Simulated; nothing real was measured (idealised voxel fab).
Proc. module: voxel wiring stack
Each square cell in cross-section cut measures 5 nm, and the section as a whole is 205 nm wide.
A cross-section in this document is a grid of square cells, and it is written down as bands, the top band listed before the ones below it; a band is made up of one or more rows of cells. What a band's entry tells you: where the top is and where the bottom is, as heights in nm, and after that what lies inside, material by material from left to right, each with its width in nm. Empty space is written as the word "air", and a single material marked with the word "edge to edge" occupies the band from edge to edge. Zero point of the height axis is 0; under it, received wafer = one material. Lowest band: continues down indefinitely, "z 0 and below". Width "30 to 40": first value at the band's top row of cells, second value at its bottom row, equal change from row to row. "no change" after a step means that no cell of the cross-section changed. "Sealed internal voids" contains a list of empty spaces, each no smaller than 8 cells and without an open way to the top, written in the form width x height at distance with the distance from the left edge and all three in nm. On a step's line, text after the settings is the simulator commenting on that step. overlay nm: on a step with a mask, how far right of its planned place the mask lay; negative means left.
# Listed below are the process steps as planned
| 1 | RECEIVE: material Si |
| 2 | CONFORMAL_DEP: material SiO2, thk nm 10 |
| 3 | DIRECTIONAL_DEP: material TiN, thk nm 5 |
| 4 | DIRECTIONAL_DEP: material W, thk nm 20 |
| 5 | PATTERN: tone cover, mask id METAL_1, material resist, width nm 30, pitch nm 50, thk nm 20, overlay nm 0 |
| 6 | DIRECTIONAL_ETCH: etch materials W, depth nm 20 |
| 7 | DIRECTIONAL_ETCH: etch materials TiN, depth nm 5 |
| 8 | STRIP: etch materials resist |
| 9 | FILL_DEP: material SiO2, thk nm 10 |
| 10 | CMP: height nm 35 |
| 11 | CONFORMAL_DEP: material SiCN, thk nm 5 |
| 12 | DIRECTIONAL_DEP: material lowk, thk nm 30 |
| 13 | PATTERN: tone open, mask id METAL_2_HOLES, material resist, width nm 15, pitch nm 50, thk nm 20, overlay nm 0 |
| 14 | DIRECTIONAL_ETCH: etch materials lowk, depth nm 30 |
| 15 | STRIP: etch materials resist |
| 16 | PATTERN: tone open, mask id METAL_2, material resist, width nm 30, pitch nm 50, thk nm 15, overlay nm 0 |
| 17 | DIRECTIONAL_ETCH: etch materials lowk, depth nm 15 |
| 18 | DIRECTIONAL_ETCH: etch materials SiCN, depth nm 5 |
| 19 | STRIP: etch materials resist |
| 20 | CONFORMAL_DEP: material TiN, thk nm 5 |
| 21 | FILL_DEP: material Ru, thk nm 5 |
| 22 | CMP: height nm 70 |
| 23 | CONFORMAL_DEP: material SiCN, thk nm 5 |
| 24 | DIRECTIONAL_DEP: material SiO2, thk nm 25 |
| 25 | PATTERN: tone open, mask id METAL_3_HOLES, material resist, width nm 15, pitch nm 50, thk nm 20, overlay nm 0 |
| 26 | DIRECTIONAL_ETCH: etch materials SiO2, depth nm 25 |
| 27 | STRIP: etch materials resist |
| 28 | DIRECTIONAL_DEP: material aC, thk nm 15 |
| 29 | PATTERN: tone open, mask id METAL_3, material resist, width nm 30, pitch nm 50, thk nm 35, overlay nm 0 |
| 30 | DIRECTIONAL_ETCH: etch materials aC, depth nm 15 |
| 31 | STRIP: etch materials resist |
| 32 | DIRECTIONAL_ETCH: etch materials SiO2, depth nm 15 |
| 33 | DIRECTIONAL_ETCH: etch materials SiCN, depth nm 5 |
| 34 | STRIP: etch materials aC |
| 35 | CONFORMAL_DEP: material TiN, thk nm 5 |
| 36 | FILL_DEP: material Cu, thk nm 10 |
| 37 | CMP: height nm 100 |
| 38 | CONFORMAL_DEP: material SiCN, thk nm 5 |
| 39 | DIRECTIONAL_DEP: material lowk, thk nm 35 |
| 40 | DIRECTIONAL_DEP: material aC, thk nm 15 |
| 41 | PATTERN: tone open, mask id METAL_4, material resist, width nm 30, pitch nm 50, thk nm 30, overlay nm 0 |
| 42 | DIRECTIONAL_ETCH: etch materials aC, depth nm 15 |
| 43 | STRIP: etch materials resist |
| 44 | DIRECTIONAL_ETCH: etch materials lowk, depth nm 20 |
| 45 | STRIP: etch materials aC |
| 46 | PATTERN: tone open, mask id METAL_4_HOLES, material resist, width nm 15, pitch nm 50, thk nm 20, overlay nm 0 |
| 47 | DIRECTIONAL_ETCH: etch materials lowk, depth nm 15 |
| 48 | DIRECTIONAL_ETCH: etch materials SiCN, depth nm 5 |
| 49 | STRIP: etch materials resist |
| 50 | CONFORMAL_DEP: material TiN, thk nm 5 |
| 51 | FILL_DEP: material Ru, thk nm 5 |
| 52 | CMP: height nm 140 |
| 53 | CONFORMAL_DEP: material SiCN, thk nm 5 |
# Cross-sectional view of the wafer in its as-received condition, corresponding to the state after step 1
- z 0 and below | Si edge to edge
- Sealed internal voids: none
# First wafer of two, sectioned at end of module; run went per plan
- z 145 to 140 | SiCN edge to edge
- z 140 to 125 | lowk (60), TiN (5), Ru (20), TiN (5), lowk (20), TiN (5), Ru (20), TiN (5), lowk (65)
- z 125 to 120 | lowk (60), TiN (5), Ru (5), TiN (20), lowk (20), TiN (5), Ru (5), TiN (20), lowk (65)
- z 120 to 105 | lowk (60), TiN (5), Ru (5), TiN (5), lowk (35), TiN (5), Ru (5), TiN (5), lowk (80)
- z 105 to 100 | SiCN (60), TiN (15), SiCN (35), TiN (15), SiCN (80)
- z 100 to 90 | SiO2 (60), TiN (5), Cu (20), TiN (5), SiO2 (20), TiN (5), Cu (20), TiN (5), SiO2 (65)
- z 90 to 85 | SiO2 (60), TiN (5), Cu (5), TiN (20), SiO2 (20), TiN (5), Cu (5), TiN (20), SiO2 (65)
- z 85 to 75 | SiO2 (60), TiN (5), Cu (5), TiN (5), SiO2 (35), TiN (5), Cu (5), TiN (5), SiO2 (80)
- z 75 to 70 | SiCN (60), TiN (15), SiCN (35), TiN (15), SiCN (80)
- z 70 to 60 | lowk (60), TiN (5), Ru (20), TiN (5), lowk (20), TiN (5), Ru (20), TiN (5), lowk (65)
- z 60 to 55 | lowk (60), TiN (5), Ru (5), TiN (20), lowk (20), TiN (5), Ru (5), TiN (20), lowk (65)
- z 55 to 40 | lowk (60), TiN (5), Ru (5), TiN (5), lowk (35), TiN (5), Ru (5), TiN (5), lowk (80)
- z 40 to 35 | SiCN (60), TiN (15), SiCN (35), TiN (15), SiCN (80)
- z 35 to 15 | SiO2 (60), W (30), SiO2 (20), W (30), SiO2 (65)
- z 15 to 10 | SiO2 (60), TiN (30), SiO2 (20), TiN (30), SiO2 (65)
- z 10 to 0 | SiO2 edge to edge
- z 0 and below | Si edge to edge
- Sealed internal voids: none
# Presented here is a cross-section of the second of the two wafers as it stood at the end of the module. It was started in the same manner and assigned the same plan as the first wafer; however, one mistake was made in its execution
- z 145 to 140 | SiCN edge to edge
- z 140 to 125 | lowk (60), TiN (5), Ru (20), TiN (5), lowk (20), TiN (5), Ru (20), TiN (5), lowk (65)
- z 125 to 120 | lowk (60), TiN (5), Ru (5), TiN (20), lowk (20), TiN (5), Ru (5), TiN (20), lowk (65)
- z 120 to 105 | lowk (60), TiN (5), Ru (5), TiN (5), lowk (35), TiN (5), Ru (5), TiN (5), lowk (80)
- z 105 to 100 | SiCN (60), TiN (15), SiCN (35), TiN (15), SiCN (80)
- z 100 to 90 | SiO2 (60), TiN (5), Cu (20), TiN (5), SiO2 (20), TiN (5), Cu (20), TiN (5), SiO2 (65)
- z 90 to 85 | SiO2 (60), TiN (5), Cu (10), TiN (15), SiO2 (20), TiN (5), Cu (10), TiN (15), SiO2 (65)
- z 85 to 75 | SiO2 (60), TiN (5), Cu (10), TiN (5), SiO2 (30), TiN (5), Cu (10), TiN (5), SiO2 (75)
- z 75 to 70 | SiCN (60), TiN (20), SiCN (30), TiN (20), SiCN (75)
- z 70 to 60 | lowk (60), TiN (5), Ru (20), TiN (5), lowk (20), TiN (5), Ru (20), TiN (5), lowk (65)
- z 60 to 55 | lowk (60), TiN (5), Ru (5), TiN (20), lowk (20), TiN (5), Ru (5), TiN (20), lowk (65)
- z 55 to 40 | lowk (60), TiN (5), Ru (5), TiN (5), lowk (35), TiN (5), Ru (5), TiN (5), lowk (80)
- z 40 to 35 | SiCN (60), TiN (15), SiCN (35), TiN (15), SiCN (80)
- z 35 to 15 | SiO2 (60), W (30), SiO2 (20), W (30), SiO2 (65)
- z 15 to 10 | SiO2 (60), TiN (30), SiO2 (20), TiN (30), SiO2 (65)
- z 10 to 0 | SiO2 edge to edge
- z 0 and below | Si edge to edge
- Sealed internal voids: none
Deviation from plan: step 25 was run on a setting that differed from the plan, and what really ran there is PATTERN: tone open, mask id METAL_3_HOLES, material resist, width nm 20, pitch nm 50, thk nm 20, overlay nm 0
The closing comparison, in cells, has the second wafer with more or fewer of some materials than the first: Cu +6 | SiCN -2 | SiO2 -4
